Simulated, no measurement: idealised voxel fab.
Process module in this document: voxel transistor to metal
This is section cut - it's 200 nm across, gridded in 5 nm square cells.
We lay out every cross-section as a grid of square cells and spell it out in bands from the top down, where one band means one or more rows of cells. Quick guide to a band line: top height, bottom height (nm) up front; then every material left to right with its width in nm. Only one material and it's marked "everywhere"? Then it fills the band edge to edge. And "blank" just means empty space. Ref level 0: as-received wafer is one material below here. Bottom band extends down with no lower bound ("0 down"). A two-number width, for instance "30 to 40", indicates that the width is equal to the first number in the top row of the band and to the second number in the bottom row, and that it changes by a constant amount per row of cells. Step marked "nothing different"? Then no cell in the cross-section changed in it. You'll see "Closed internal voids" listing empty spaces that have no way open to the top, as long as they're 8 cells or more; the notation is width x height at distance, where the distance is from the left edge, and all of it is in nm. Step line, after settings: the simulator's comment on this step. On any step carrying a mask, the "overlay nm" setting, if present on the step's line, tells how far right of its planned place the mask lay; negative values point to the left. Each pair below shows a cross-section before one step and the cross-section after it, down to the lowest band that changed. The line under each pair gives the step between them, with its settings. The pairs can come from different runs of this module on the same starting wafer, so a pair continues from the pair above only where its "Snapshot before" says so.

Snapshot before
- 0 down = Si everywhere
- Closed internal voids: none

Post-Process Section
- 0 to -5 = SiO2 everywhere
- Note: structure below -5 unchanged.
- Closed internal voids: none
The two cross-sections above bracket this step: OXIDIZE,depth nm 5

Snapshot before: the wafer arrives at this step looking as the after cross-section in the pair just above shows it.

Post-Process Section
- 15 to 0 = SiN everywhere
- Note: structure below 0 unchanged.
- Closed internal voids: none
The two cross-sections above bracket this step: CONFORMAL_DEP,material SiN,thk nm 15

Snapshot before: the wafer arrives at this step looking as the after cross-section in the pair just above shows it.

Post-Process Section
- 30 to 15 = 35 nm blank; 125 nm resist; 40 nm blank
- Note: structure below 15 unchanged.
- Closed internal voids: none
The two cross-sections above bracket this step: PATTERN,tone cover,mask id ACTIVE,material resist,width nm 125,thk nm 15,overlay nm 0

Snapshot before: the wafer arrives at this step looking as the after cross-section in the pair just above shows it.

Post-Process Section
- 30 to 15 = 35 nm blank; 125 nm resist; 40 nm blank
- 15 to 0 = 35 nm blank; 125 nm SiN; 40 nm blank
- Note: structure below 0 unchanged.
- Closed internal voids: none
The two cross-sections above bracket this step: DIRECTIONAL_ETCH,etch materials SiN,depth nm 15

Snapshot before: the wafer arrives at this step looking as the after cross-section in the pair just above shows it.

Post-Process Section
- 30 to 15 = 35 nm blank; 125 nm resist; 40 nm blank
- 15 to 0 = 35 nm blank; 125 nm SiN; 40 nm blank
- 0 to -5 = 35 nm blank; 125 nm SiO2; 40 nm blank
- Note: structure below -5 unchanged.
- Closed internal voids: none
The two cross-sections above bracket this step: DIRECTIONAL_ETCH,etch materials SiO2,depth nm 5

Snapshot before: the wafer arrives at this step looking as the after cross-section in the pair just above shows it.

Post-Process Section
- 30 to 15 = 35 nm blank; 125 nm resist; 40 nm blank
- 15 to 0 = 35 nm blank; 125 nm SiN; 40 nm blank
- 0 to -5 = 35 nm blank; 125 nm SiO2; 40 nm blank
- -5 to -30 = 35 nm blank; 125 nm Si; 40 nm blank
- Note: structure below -30 unchanged.
- Closed internal voids: none
The two cross-sections above bracket this step: DIRECTIONAL_ETCH,etch materials Si,depth nm 25

Snapshot before: the wafer arrives at this step looking as the after cross-section in the pair just above shows it.

Post-Process Section
- 15 to 0 = 35 nm blank; 125 nm SiN; 40 nm blank
- Note: structure below 0 unchanged.
- Closed internal voids: none
The two cross-sections above bracket this step: STRIP,etch materials resist

Snapshot before: the wafer arrives at this step looking as the after cross-section in the pair just above shows it.

Post-Process Section
- 15 to 0 = 35 nm blank; 125 nm SiN; 40 nm blank
- 0 to -5 = 35 nm blank; 125 nm SiO2; 40 nm blank
- -5 to -30 = 35 nm blank; 5 nm SiO2; 115 nm Si; 5 nm SiO2; 40 nm blank
- -30 to -35 = 40 nm SiO2; 115 nm Si; 45 nm SiO2
- Note: structure below -35 unchanged.
- Closed internal voids: none
The two cross-sections above bracket this step: OXIDIZE,depth nm 5

Snapshot before: the wafer arrives at this step looking as the after cross-section in the pair just above shows it.

Post-Process Section
- 25 to 15 = SiO2 everywhere
- 15 to 0 = 35 nm SiO2; 125 nm SiN; 40 nm SiO2
- 0 to -5 = SiO2 everywhere
- -5 to -35 = 40 nm SiO2; 115 nm Si; 45 nm SiO2
- Note: structure below -35 unchanged.
- Closed internal voids: none
The two cross-sections above bracket this step: FILL_DEP,material SiO2,thk nm 10

Snapshot before: the wafer arrives at this step looking as the after cross-section in the pair just above shows it.

Post-Process Section
- 15 to 0 = 35 nm SiO2; 125 nm SiN; 40 nm SiO2
- Note: structure below 0 unchanged.
- Closed internal voids: none
The two cross-sections above bracket this step: CMP,height nm 15

Snapshot before: the wafer arrives at this step looking as the after cross-section in the pair just above shows it.

Post-Process Section
- 15 to 5 = 35 nm blank; 125 nm SiN; 40 nm blank
- Note: structure below 5 unchanged.
- Closed internal voids: none
The two cross-sections above bracket this step: SELECTIVE_ETCH,etch materials SiO2,depth nm 10

Snapshot before: the wafer arrives at this step looking as the after cross-section in the pair just above shows it.

Post-Process Section
- 5 to 0 = 35 nm SiO2; 125 nm blank; 40 nm SiO2
- Note: structure below 0 unchanged.
- Closed internal voids: none
The two cross-sections above bracket this step: STRIP,etch materials SiN

Snapshot before: the wafer arrives at this step looking as the after cross-section in the pair just above shows it.

Post-Process Section
- 0 to -5 = 30 nm SiO2; 135 nm blank; 35 nm SiO2
- Note: structure below -5 unchanged.
- Closed internal voids: none
The two cross-sections above bracket this step: SELECTIVE_ETCH,etch materials SiO2,depth nm 5

Snapshot before: the wafer arrives at this step looking as the after cross-section in the pair just above shows it.

Post-Process Section
- 0 to -5 = 30 nm SiO2; 135 nm blank; 35 nm SiO2
- -5 to -10 = SiO2 everywhere
- Note: structure below -10 unchanged.
- Closed internal voids: none
The two cross-sections above bracket this step: OXIDIZE,depth nm 5

Snapshot before: the wafer arrives at this step looking as the after cross-section in the pair just above shows it.

Post-Process Section
- 20 to 15 = 30 nm polySi; 135 nm blank; 35 nm polySi
- 15 to 0 = polySi everywhere
- 0 to -5 = 30 nm SiO2; 135 nm polySi; 35 nm SiO2
- Note: structure below -5 unchanged.
- Closed internal voids: none
The two cross-sections above bracket this step: DIRECTIONAL_DEP,material polySi,thk nm 20

Snapshot before: the wafer arrives at this step looking as the after cross-section in the pair just above shows it.

Post-Process Section
- 35 to 30 = 30 nm SiCN; 135 nm blank; 35 nm SiCN
- 30 to 20 = SiCN everywhere
- 20 to 15 = 30 nm polySi; 135 nm SiCN; 35 nm polySi
- Note: structure below 15 unchanged.
- Closed internal voids: none
The two cross-sections above bracket this step: DIRECTIONAL_DEP,material SiCN,thk nm 15

Snapshot before: the wafer arrives at this step looking as the after cross-section in the pair just above shows it.

Post-Process Section
- 50 to 35 = 80 nm blank; 35 nm resist; 85 nm blank
- 35 to 30 = 30 nm SiCN; 50 nm blank; 35 nm resist; 50 nm blank; 35 nm SiCN
- Note: structure below 30 unchanged.
- Closed internal voids: none
The two cross-sections above bracket this step: PATTERN,tone cover,mask id GATE,material resist,width nm 35,thk nm 15,overlay nm 0

Snapshot before: the wafer arrives at this step looking as the after cross-section in the pair just above shows it.

Post-Process Section
- 50 to 30 = 80 nm blank; 35 nm resist; 85 nm blank
- 30 to 20 = 80 nm blank; 35 nm SiCN; 85 nm blank
- 20 to 15 = 30 nm polySi; 50 nm blank; 35 nm SiCN; 50 nm blank; 35 nm polySi
- Note: structure below 15 unchanged.
- Closed internal voids: none
The two cross-sections above bracket this step: DIRECTIONAL_ETCH,etch materials SiCN,depth nm 25

Snapshot before: the wafer arrives at this step looking as the after cross-section in the pair just above shows it.

Post-Process Section
- 50 to 30 = 80 nm blank; 35 nm resist; 85 nm blank
- 30 to 15 = 80 nm blank; 35 nm SiCN; 85 nm blank
- 15 to 0 = 80 nm blank; 35 nm polySi; 85 nm blank
- 0 to -5 = 30 nm SiO2; 50 nm blank; 35 nm polySi; 50 nm blank; 35 nm SiO2
- Note: structure below -5 unchanged.
- Closed internal voids: none
The two cross-sections above bracket this step: DIRECTIONAL_ETCH,etch materials polySi,depth nm 30

Snapshot before: the wafer arrives at this step looking as the after cross-section in the pair just above shows it.

Post-Process Section
- 30 to 15 = 80 nm blank; 35 nm SiCN; 85 nm blank
- Note: structure below 15 unchanged.
- Closed internal voids: none
The two cross-sections above bracket this step: STRIP,etch materials resist

Snapshot before: the wafer arrives at this step looking as the after cross-section in the pair just above shows it.

Post-Process Section
- 40 to 30 = 70 nm blank; 55 nm SiN; 75 nm blank
- 30 to 15 = 70 nm blank; 10 nm SiN; 35 nm SiCN; 10 nm SiN; 75 nm blank
- 15 to 10 = 70 nm blank; 10 nm SiN; 35 nm polySi; 10 nm SiN; 75 nm blank
- 10 to 5 = 40 nm SiN; 30 nm blank; 10 nm SiN; 35 nm polySi; 10 nm SiN; 30 nm blank; 45 nm SiN
- 5 to 0 = 80 nm SiN; 35 nm polySi; 85 nm SiN
- 0 to -5 = 30 nm SiO2; 50 nm SiN; 35 nm polySi; 50 nm SiN; 35 nm SiO2
- Note: structure below -5 unchanged.
- Closed internal voids: none
The two cross-sections above bracket this step: CONFORMAL_DEP,material SiN,thk nm 10

Snapshot before: the wafer arrives at this step looking as the after cross-section in the pair just above shows it.

Post-Process Section
- 30 to 15 = 70 nm blank; 10 nm SiN; 35 nm SiCN; 10 nm SiN; 75 nm blank
- 15 to 0 = 70 nm blank; 10 nm SiN; 35 nm polySi; 10 nm SiN; 75 nm blank
- 0 to -5 = 30 nm SiO2; 10 nm SiN; 30 nm blank; 10 nm SiN; 35 nm polySi; 10 nm SiN; 30 nm blank; 10 nm SiN; 35 nm SiO2
- Note: structure below -5 unchanged.
- Closed internal voids: none
The two cross-sections above bracket this step: DIRECTIONAL_ETCH,etch materials SiN,depth nm 10

Snapshot before: the wafer arrives at this step looking as the after cross-section in the pair just above shows it.

Post-Process Section
- 30 to 15 = 70 nm blank; 10 nm SiN; 35 nm SiCN; 10 nm SiN; 75 nm blank
- 15 to 0 = 70 nm blank; 10 nm SiN; 35 nm polySi; 10 nm SiN; 75 nm blank
- 0 to -5 = 30 nm blank; 10 nm SiN; 30 nm blank; 10 nm SiN; 35 nm polySi; 10 nm SiN; 30 nm blank; 10 nm SiN; 35 nm blank
- -5 to -10 = 40 nm SiO2; 30 nm blank; 55 nm SiO2; 30 nm blank; 45 nm SiO2
- Note: structure below -10 unchanged.
- Closed internal voids: none
The two cross-sections above bracket this step: DIRECTIONAL_ETCH,etch materials SiO2,depth nm 5

Snapshot before: the wafer arrives at this step looking as the after cross-section in the pair just above shows it.

Post-Process Section
- 30 to 15 = 70 nm blank; 10 nm SiN; 35 nm SiCN; 10 nm SiN; 75 nm blank
- 15 to 0 = 70 nm blank; 10 nm SiN; 35 nm polySi; 10 nm SiN; 75 nm blank
- 0 to -5 = 30 nm blank; 10 nm SiN; 30 nm blank; 10 nm SiN; 35 nm polySi; 10 nm SiN; 30 nm blank; 10 nm SiN; 35 nm blank
- -5 to -10 = 40 nm SiO2; 30 nm blank; 55 nm SiO2; 30 nm blank; 45 nm SiO2
- -10 to -20 = 40 nm SiO2; 30 nm blank; 55 nm Si; 30 nm blank; 45 nm SiO2
- Note: structure below -20 unchanged.
- Closed internal voids: none
The two cross-sections above bracket this step: DIRECTIONAL_ETCH,etch materials Si,depth nm 10

Snapshot before: the wafer arrives at this step looking as the after cross-section in the pair just above shows it.

Post-Process Section
- 30 to 15 = 70 nm blank; 10 nm SiN; 35 nm SiCN; 10 nm SiN; 75 nm blank
- 15 to 0 = 70 nm blank; 10 nm SiN; 35 nm polySi; 10 nm SiN; 75 nm blank
- 0 to -5 = 30 nm blank; 10 nm SiN; 20 nm blank; 10 nm SiGe; 10 nm SiN; 35 nm polySi; 10 nm SiN; 10 nm SiGe; 20 nm blank; 10 nm SiN; 35 nm blank
- -5 to -10 = 40 nm SiO2; 20 nm blank; 10 nm SiGe; 55 nm SiO2; 10 nm SiGe; 20 nm blank; 45 nm SiO2
- -10 to -20 = 40 nm SiO2; 30 nm SiGe; 55 nm Si; 30 nm SiGe; 45 nm SiO2
- Note: structure below -20 unchanged.
- Closed internal voids: none
The two cross-sections above bracket this step: EPI,material SiGe,thk nm 10

Snapshot before: the wafer arrives at this step looking as the after cross-section in the pair just above shows it.

Post-Process Section
- 35 to 30 = SiO2 everywhere
- 30 to 15 = 70 nm SiO2; 10 nm SiN; 35 nm SiCN; 10 nm SiN; 75 nm SiO2
- 15 to 0 = 70 nm SiO2; 10 nm SiN; 35 nm polySi; 10 nm SiN; 75 nm SiO2
- 0 to -5 = 30 nm SiO2; 10 nm SiN; 20 nm SiO2; 10 nm SiGe; 10 nm SiN; 35 nm polySi; 10 nm SiN; 10 nm SiGe; 20 nm SiO2; 10 nm SiN; 35 nm SiO2
- -5 to -10 = 60 nm SiO2; 10 nm SiGe; 55 nm SiO2; 10 nm SiGe; 65 nm SiO2
- Note: structure below -10 unchanged.
- Closed internal voids: none
The two cross-sections above bracket this step: FILL_DEP,material SiO2,thk nm 5

Snapshot before: the wafer arrives at this step looking as the after cross-section in the pair just above shows it.

Post-Process Section
- 15 to 0 = 70 nm SiO2; 10 nm SiN; 35 nm polySi; 10 nm SiN; 75 nm SiO2
- Note: structure below 0 unchanged.
- Closed internal voids: none
The two cross-sections above bracket this step: CMP,height nm 15

Snapshot before: the wafer arrives at this step looking as the after cross-section in the pair just above shows it.

Post-Process Section
- 15 to 0 = 70 nm SiO2; 10 nm SiN; 35 nm blank; 10 nm SiN; 75 nm SiO2
- 0 to -5 = 30 nm SiO2; 10 nm SiN; 20 nm SiO2; 10 nm SiGe; 10 nm SiN; 35 nm blank; 10 nm SiN; 10 nm SiGe; 20 nm SiO2; 10 nm SiN; 35 nm SiO2
- Note: structure below -5 unchanged.
- Closed internal voids: none
The two cross-sections above bracket this step: STRIP,etch materials polySi

Snapshot before: the wafer arrives at this step looking as the after cross-section in the pair just above shows it.

Post-Process Section
- 15 to 10 = 70 nm blank; 10 nm SiN; 35 nm blank; 10 nm SiN; 75 nm blank
- 10 to 0 = 70 nm SiO2; 10 nm SiN; 35 nm blank; 10 nm SiN; 75 nm SiO2
- 0 to -5 = 30 nm SiO2; 10 nm SiN; 20 nm SiO2; 10 nm SiGe; 10 nm SiN; 35 nm blank; 10 nm SiN; 10 nm SiGe; 20 nm SiO2; 10 nm SiN; 35 nm SiO2
- -5 to -10 = 60 nm SiO2; 10 nm SiGe; 5 nm SiO2; 45 nm blank; 5 nm SiO2; 10 nm SiGe; 65 nm SiO2
- Note: structure below -10 unchanged.
- Closed internal voids: none
The two cross-sections above bracket this step: SELECTIVE_ETCH,etch materials SiO2,depth nm 5

Snapshot before: the wafer arrives at this step looking as the after cross-section in the pair just above shows it.

Post-Process Section
- 20 to 15 = 65 nm blank; 20 nm HfO2; 25 nm blank; 20 nm HfO2; 70 nm blank
- 15 to 10 = 70 nm HfO2; 10 nm SiN; 5 nm HfO2; 25 nm blank; 5 nm HfO2; 10 nm SiN; 75 nm HfO2
- 10 to 0 = 70 nm SiO2; 10 nm SiN; 5 nm HfO2; 25 nm blank; 5 nm HfO2; 10 nm SiN; 75 nm SiO2
- 0 to -5 = 30 nm SiO2; 10 nm SiN; 20 nm SiO2; 10 nm SiGe; 10 nm SiN; 5 nm HfO2; 25 nm blank; 5 nm HfO2; 10 nm SiN; 10 nm SiGe; 20 nm SiO2; 10 nm SiN; 35 nm SiO2
- -5 to -10 = 60 nm SiO2; 10 nm SiGe; 5 nm SiO2; 45 nm HfO2; 5 nm SiO2; 10 nm SiGe; 65 nm SiO2
- Note: structure below -10 unchanged.
- Closed internal voids: none
The two cross-sections above bracket this step: CONFORMAL_DEP,material HfO2,thk nm 5

Snapshot before: the wafer arrives at this step looking as the after cross-section in the pair just above shows it.

Post-Process Section
- 25 to 20 = 60 nm blank; 30 nm TiN; 15 nm blank; 30 nm TiN; 65 nm blank
- 20 to 15 = 65 nm TiN; 20 nm HfO2; 5 nm TiN; 15 nm blank; 5 nm TiN; 20 nm HfO2; 70 nm TiN
- 15 to 10 = 70 nm HfO2; 10 nm SiN; 5 nm HfO2; 5 nm TiN; 15 nm blank; 5 nm TiN; 5 nm HfO2; 10 nm SiN; 75 nm HfO2
- 10 to 0 = 70 nm SiO2; 10 nm SiN; 5 nm HfO2; 5 nm TiN; 15 nm blank; 5 nm TiN; 5 nm HfO2; 10 nm SiN; 75 nm SiO2
- 0 to -5 = 30 nm SiO2; 10 nm SiN; 20 nm SiO2; 10 nm SiGe; 10 nm SiN; 5 nm HfO2; 25 nm TiN; 5 nm HfO2; 10 nm SiN; 10 nm SiGe; 20 nm SiO2; 10 nm SiN; 35 nm SiO2
- Note: structure below -5 unchanged.
- Closed internal voids: none
The two cross-sections above bracket this step: CONFORMAL_DEP,material TiN,thk nm 5

Snapshot before: the wafer arrives at this step looking as the after cross-section in the pair just above shows it.

Post-Process Section
- 35 to 25 = W everywhere
- 25 to 20 = 60 nm W; 30 nm TiN; 15 nm W; 30 nm TiN; 65 nm W
- 20 to 15 = 65 nm TiN; 20 nm HfO2; 5 nm TiN; 15 nm W; 5 nm TiN; 20 nm HfO2; 70 nm TiN
- 15 to 10 = 70 nm HfO2; 10 nm SiN; 5 nm HfO2; 5 nm TiN; 15 nm W; 5 nm TiN; 5 nm HfO2; 10 nm SiN; 75 nm HfO2
- 10 to 0 = 70 nm SiO2; 10 nm SiN; 5 nm HfO2; 5 nm TiN; 15 nm W; 5 nm TiN; 5 nm HfO2; 10 nm SiN; 75 nm SiO2
- Note: structure below 0 unchanged.
- Closed internal voids: none
The two cross-sections above bracket this step: FILL_DEP,material W,thk nm 10

Snapshot before: the wafer arrives at this step looking as the after cross-section in the pair just above shows it.

Post-Process Section
- 10 to 0 = 70 nm SiO2; 10 nm SiN; 5 nm HfO2; 5 nm TiN; 15 nm W; 5 nm TiN; 5 nm HfO2; 10 nm SiN; 75 nm SiO2
- Note: structure below 0 unchanged.
- Closed internal voids: none
The two cross-sections above bracket this step: CMP,height nm 10

Snapshot before: the wafer arrives at this step looking as the after cross-section in the pair just above shows it.

Post-Process Section
- 20 to 10 = SiO2 everywhere
- Note: structure below 10 unchanged.
- Closed internal voids: none
The two cross-sections above bracket this step: DIRECTIONAL_DEP,material SiO2,thk nm 10

Snapshot before: the wafer arrives at this step looking as the after cross-section in the pair just above shows it.

Post-Process Section
- 20 to 10 = 45 nm SiO2; 15 nm blank; 75 nm SiO2; 15 nm blank; 50 nm SiO2
- 10 to 0 = 45 nm SiO2; 15 nm blank; 10 nm SiO2; 10 nm SiN; 5 nm HfO2; 5 nm TiN; 15 nm W; 5 nm TiN; 5 nm HfO2; 10 nm SiN; 10 nm SiO2; 15 nm blank; 50 nm SiO2
- 0 to -5 = 30 nm SiO2; 10 nm SiN; 5 nm SiO2; 15 nm blank; 10 nm SiGe; 10 nm SiN; 5 nm HfO2; 25 nm TiN; 5 nm HfO2; 10 nm SiN; 10 nm SiGe; 15 nm blank; 5 nm SiO2; 10 nm SiN; 35 nm SiO2
- -5 to -10 = 45 nm SiO2; 15 nm blank; 10 nm SiGe; 5 nm SiO2; 45 nm HfO2; 5 nm SiO2; 10 nm SiGe; 15 nm blank; 50 nm SiO2
- Note: structure below -10 unchanged.
- Closed internal voids: none
The two cross-sections above bracket this step: MASKED_ETCH,tone open,mask id CONTACT,width nm 15,pitch nm 90,etch materials SiO2,depth nm 30,overlay nm 0

Snapshot before: the wafer arrives at this step looking as the after cross-section in the pair just above shows it.

Post-Process Section
- 25 to 20 = 50 nm TiN; 5 nm blank; 85 nm TiN; 5 nm blank; 55 nm TiN
- 20 to 10 = 45 nm SiO2; 5 nm TiN; 5 nm blank; 5 nm TiN; 75 nm SiO2; 5 nm TiN; 5 nm blank; 5 nm TiN; 50 nm SiO2
- 10 to 0 = 45 nm SiO2; 5 nm TiN; 5 nm blank; 5 nm TiN; 10 nm SiO2; 10 nm SiN; 5 nm HfO2; 5 nm TiN; 15 nm W; 5 nm TiN; 5 nm HfO2; 10 nm SiN; 10 nm SiO2; 5 nm TiN; 5 nm blank; 5 nm TiN; 50 nm SiO2
- 0 to -5 = 30 nm SiO2; 10 nm SiN; 5 nm SiO2; 5 nm TiN; 5 nm blank; 5 nm TiN; 10 nm SiGe; 10 nm SiN; 5 nm HfO2; 25 nm TiN; 5 nm HfO2; 10 nm SiN; 10 nm SiGe; 5 nm TiN; 5 nm blank; 5 nm TiN; 5 nm SiO2; 10 nm SiN; 35 nm SiO2
- -5 to -10 = 45 nm SiO2; 15 nm TiN; 10 nm SiGe; 5 nm SiO2; 45 nm HfO2; 5 nm SiO2; 10 nm SiGe; 15 nm TiN; 50 nm SiO2
- Note: structure below -10 unchanged.
- Closed internal voids: none
The two cross-sections above bracket this step: CONFORMAL_DEP,material TiN,thk nm 5

Snapshot before: the wafer arrives at this step looking as the after cross-section in the pair just above shows it.

Post-Process Section
- 35 to 25 = W everywhere
- 25 to 20 = 50 nm TiN; 5 nm W; 85 nm TiN; 5 nm W; 55 nm TiN
- 20 to 10 = 45 nm SiO2; 5 nm TiN; 5 nm W; 5 nm TiN; 75 nm SiO2; 5 nm TiN; 5 nm W; 5 nm TiN; 50 nm SiO2
- 10 to 0 = 45 nm SiO2; 5 nm TiN; 5 nm W; 5 nm TiN; 10 nm SiO2; 10 nm SiN; 5 nm HfO2; 5 nm TiN; 15 nm W; 5 nm TiN; 5 nm HfO2; 10 nm SiN; 10 nm SiO2; 5 nm TiN; 5 nm W; 5 nm TiN; 50 nm SiO2
- 0 to -5 = 30 nm SiO2; 10 nm SiN; 5 nm SiO2; 5 nm TiN; 5 nm W; 5 nm TiN; 10 nm SiGe; 10 nm SiN; 5 nm HfO2; 25 nm TiN; 5 nm HfO2; 10 nm SiN; 10 nm SiGe; 5 nm TiN; 5 nm W; 5 nm TiN; 5 nm SiO2; 10 nm SiN; 35 nm SiO2
- Note: structure below -5 unchanged.
- Closed internal voids: none
The two cross-sections above bracket this step: FILL_DEP,material W,thk nm 10

Snapshot before: the wafer arrives at this step looking as the after cross-section in the pair just above shows it.

Post-Process Section
- 20 to 10 = 45 nm SiO2; 5 nm TiN; 5 nm W; 5 nm TiN; 75 nm SiO2; 5 nm TiN; 5 nm W; 5 nm TiN; 50 nm SiO2
- Note: structure below 10 unchanged.
- Closed internal voids: none
The two cross-sections above bracket this step: CMP,height nm 20

Snapshot before: the wafer arrives at this step looking as the after cross-section in the pair just above shows it.

Post-Process Section
- 25 to 20 = SiN everywhere
- Note: structure below 20 unchanged.
- Closed internal voids: none
The two cross-sections above bracket this step: CONFORMAL_DEP,material SiN,thk nm 5

Snapshot before: the wafer arrives at this step looking as the after cross-section in the pair just above shows it.

Post-Process Section
- 45 to 25 = SiO2 everywhere
- Note: structure below 25 unchanged.
- Closed internal voids: none
The two cross-sections above bracket this step: DIRECTIONAL_DEP,material SiO2,thk nm 20

Snapshot before: the wafer arrives at this step looking as the after cross-section in the pair just above shows it.

Post-Process Section
- 65 to 45 = 45 nm resist; 15 nm blank; 75 nm resist; 15 nm blank; 50 nm resist
- Note: structure below 45 unchanged.
- Closed internal voids: none
The two cross-sections above bracket this step: PATTERN,tone open,mask id METAL_1,material resist,width nm 15,pitch nm 90,thk nm 20,overlay nm 0

Snapshot before: the wafer arrives at this step looking as the after cross-section in the pair just above shows it.

Post-Process Section
- 65 to 45 = 45 nm resist; 15 nm blank; 75 nm resist; 15 nm blank; 50 nm resist
- 45 to 25 = 45 nm SiO2; 15 nm blank; 75 nm SiO2; 15 nm blank; 50 nm SiO2
- Note: structure below 25 unchanged.
- Closed internal voids: none
The two cross-sections above bracket this step: DIRECTIONAL_ETCH,etch materials SiO2,depth nm 20

Snapshot before: the wafer arrives at this step looking as the after cross-section in the pair just above shows it.

Post-Process Section
- 65 to 45 = 45 nm resist; 15 nm blank; 75 nm resist; 15 nm blank; 50 nm resist
- 45 to 25 = 45 nm SiO2; 15 nm blank; 75 nm SiO2; 15 nm blank; 50 nm SiO2
- 25 to 20 = 45 nm SiN; 15 nm blank; 75 nm SiN; 15 nm blank; 50 nm SiN
- Note: structure below 20 unchanged.
- Closed internal voids: none
The two cross-sections above bracket this step: DIRECTIONAL_ETCH,etch materials SiN,depth nm 5

Snapshot before: the wafer arrives at this step looking as the after cross-section in the pair just above shows it.

Post-Process Section
- 45 to 25 = 45 nm SiO2; 15 nm blank; 75 nm SiO2; 15 nm blank; 50 nm SiO2
- Note: structure below 25 unchanged.
- Closed internal voids: none
The two cross-sections above bracket this step: STRIP,etch materials resist

Snapshot before: the wafer arrives at this step looking as the after cross-section in the pair just above shows it.

Post-Process Section
- 50 to 45 = 50 nm TiN; 5 nm blank; 85 nm TiN; 5 nm blank; 55 nm TiN
- 45 to 25 = 45 nm SiO2; 5 nm TiN; 5 nm blank; 5 nm TiN; 75 nm SiO2; 5 nm TiN; 5 nm blank; 5 nm TiN; 50 nm SiO2
- 25 to 20 = 45 nm SiN; 15 nm TiN; 75 nm SiN; 15 nm TiN; 50 nm SiN
- Note: structure below 20 unchanged.
- Closed internal voids: none
The two cross-sections above bracket this step: CONFORMAL_DEP,material TiN,thk nm 5

Snapshot before: the wafer arrives at this step looking as the after cross-section in the pair just above shows it.

Post-Process Section
- 55 to 50 = Cu everywhere
- 50 to 45 = 50 nm TiN; 5 nm Cu; 85 nm TiN; 5 nm Cu; 55 nm TiN
- 45 to 25 = 45 nm SiO2; 5 nm TiN; 5 nm Cu; 5 nm TiN; 75 nm SiO2; 5 nm TiN; 5 nm Cu; 5 nm TiN; 50 nm SiO2
- Note: structure below 25 unchanged.
- Closed internal voids: none
The two cross-sections above bracket this step: FILL_DEP,material Cu,thk nm 5

Snapshot before: the wafer arrives at this step looking as the after cross-section in the pair just above shows it.

Post-Process Section
- 45 to 25 = 45 nm SiO2; 5 nm TiN; 5 nm Cu; 5 nm TiN; 75 nm SiO2; 5 nm TiN; 5 nm Cu; 5 nm TiN; 50 nm SiO2
- Note: structure below 25 unchanged.
- Closed internal voids: none
The two cross-sections above bracket this step: CMP,height nm 45

Snapshot before: the wafer arrives at this step looking as the after cross-section in the pair just above shows it.

Post-Process Section
- 50 to 45 = SiN everywhere
- Note: structure below 45 unchanged.
- Closed internal voids: none
The two cross-sections above bracket this step: CONFORMAL_DEP,material SiN,thk nm 5

Snapshot before
- 0 to -5 = 30 nm SiO2; 135 nm blank; 35 nm SiO2
- -5 to -10 = SiO2 everywhere
- -10 to -35 = 40 nm SiO2; 115 nm Si; 45 nm SiO2
- -35 down = Si everywhere
- Closed internal voids: none

Post-Process Section
- 15 to 10 = 30 nm SiCN; 135 nm blank; 35 nm SiCN
- 10 to 0 = SiCN everywhere
- 0 to -5 = 30 nm SiO2; 135 nm SiCN; 35 nm SiO2
- Note: structure below -5 unchanged.
- Closed internal voids: none
The two cross-sections above bracket this step: DIRECTIONAL_DEP,material SiCN,thk nm 15

Snapshot before: the wafer arrives at this step looking as the after cross-section in the pair just above shows it.

Post-Process Section
- 30 to 15 = 80 nm blank; 35 nm resist; 85 nm blank
- 15 to 10 = 30 nm SiCN; 50 nm blank; 35 nm resist; 50 nm blank; 35 nm SiCN
- Note: structure below 10 unchanged.
- Closed internal voids: none
The two cross-sections above bracket this step: PATTERN,tone cover,mask id GATE,material resist,width nm 35,thk nm 15,overlay nm 0

Snapshot before: the wafer arrives at this step looking as the after cross-section in the pair just above shows it.

Post-Process Section
- 30 to 10 = 80 nm blank; 35 nm resist; 85 nm blank
- 10 to 0 = 80 nm blank; 35 nm SiCN; 85 nm blank
- 0 to -5 = 30 nm SiO2; 50 nm blank; 35 nm SiCN; 50 nm blank; 35 nm SiO2
- Note: structure below -5 unchanged.
- Closed internal voids: none
The two cross-sections above bracket this step: DIRECTIONAL_ETCH,etch materials SiCN,depth nm 25

Snapshot before: the wafer arrives at this step looking as the after cross-section in the pair just above shows it.

Post-Process Section
- 10 to 0 = 80 nm blank; 35 nm SiCN; 85 nm blank
- Note: structure below 0 unchanged.
- Closed internal voids: none
The two cross-sections above bracket this step: STRIP,etch materials resist

Snapshot before: the wafer arrives at this step looking as the after cross-section in the pair just above shows it.

Post-Process Section
- 20 to 10 = 70 nm blank; 55 nm SiN; 75 nm blank
- 10 to 5 = 40 nm SiN; 30 nm blank; 10 nm SiN; 35 nm SiCN; 10 nm SiN; 30 nm blank; 45 nm SiN
- 5 to 0 = 80 nm SiN; 35 nm SiCN; 85 nm SiN
- 0 to -5 = 30 nm SiO2; 50 nm SiN; 35 nm SiCN; 50 nm SiN; 35 nm SiO2
- Note: structure below -5 unchanged.
- Closed internal voids: none
The two cross-sections above bracket this step: CONFORMAL_DEP,material SiN,thk nm 10

Snapshot before: the wafer arrives at this step looking as the after cross-section in the pair just above shows it.

Post-Process Section
- 10 to 0 = 70 nm blank; 10 nm SiN; 35 nm SiCN; 10 nm SiN; 75 nm blank
- 0 to -5 = 30 nm SiO2; 10 nm SiN; 30 nm blank; 10 nm SiN; 35 nm SiCN; 10 nm SiN; 30 nm blank; 10 nm SiN; 35 nm SiO2
- Note: structure below -5 unchanged.
- Closed internal voids: none
The two cross-sections above bracket this step: DIRECTIONAL_ETCH,etch materials SiN,depth nm 10

Snapshot before: the wafer arrives at this step looking as the after cross-section in the pair just above shows it.

Post-Process Section
- 10 to 0 = 70 nm blank; 10 nm SiN; 35 nm SiCN; 10 nm SiN; 75 nm blank
- 0 to -5 = 30 nm blank; 10 nm SiN; 30 nm blank; 10 nm SiN; 35 nm SiCN; 10 nm SiN; 30 nm blank; 10 nm SiN; 35 nm blank
- -5 to -10 = 40 nm SiO2; 30 nm blank; 55 nm SiO2; 30 nm blank; 45 nm SiO2
- Note: structure below -10 unchanged.
- Closed internal voids: none
The two cross-sections above bracket this step: DIRECTIONAL_ETCH,etch materials SiO2,depth nm 5
